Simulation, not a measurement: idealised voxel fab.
process module | voxel released beams
cross-section cut | 155 nm wide | cells 5 nm
A cross-section is a grid of square cells, given in bands from the top down. A band is one or more rows of cells.
Each band's line starts with the height of the band's top and of its bottom, in nm. Then come its materials from left to right, each with its width in nm. One material with "throughout" fills the band from edge to edge. "air" is empty space.
Height 0 is the level under which the wafer as received is all one material. The lowest band goes on downwards, as in "0 down".
A width such as "30 to 40" changes by the same amount from each row of cells to the next, from the band's top row to its bottom row.
"no change" after a step means that no cell of the cross-section changed.
closed voids: empty space of 8 cells or more with no open way to the top, each as width x height at its distance from the left edge, in nm
after a step's settings: what the simulator itself notes on the step
overlay nm, on a step with a mask: how far to the right of its planned place the mask lay; to the left if negative
plan
1 op RECEIVE | material Si
2 op CONFORMAL_DEP | material Al2O3 | thk nm 5
3 op DIRECTIONAL_DEP | material SiO2 | thk nm 15
4 op DIRECTIONAL_DEP | material aC | thk nm 10
5 op PATTERN | tone open | mask id ANCHOR | material resist | width nm 35 | thk nm 25 | overlay nm 0
6 op DIRECTIONAL_ETCH | etch materials aC | depth nm 10
7 op STRIP | etch materials resist
8 op DIRECTIONAL_ETCH | etch materials SiO2 | depth nm 15
9 op STRIP | etch materials aC
10 op CONFORMAL_DEP | material W | thk nm 10
11 op DIRECTIONAL_DEP | material aC | thk nm 15
12 op PATTERN | tone cover | mask id BEAM | material resist | width nm 100 | thk nm 35 | overlay nm 0
13 op DIRECTIONAL_ETCH | etch materials aC | depth nm 15
14 op STRIP | etch materials resist
15 op DIRECTIONAL_ETCH | etch materials W | depth nm 10
16 op STRIP | etch materials aC
17 op STRIP | etch materials SiO2
as received, after step 1
  0 down: Si throughout
  closed voids: none
a wafer at the end: this start, this plan, one mistake
  30 to 20: air 30 | W 10 | air 15 | W 75 | air 25
  20 to 15: air 30 | W 10 | air 15 | W 10 | air 90
  15 to 5: air 30 | W 35 | air 90
  5 to 0: Al2O3 throughout
  0 down: Si throughout
  closed voids: none
what went wrong: step 12 ran as: op PATTERN | tone cover | mask id BEAM | material resist | width nm 100 | thk nm 35 | overlay nm 5
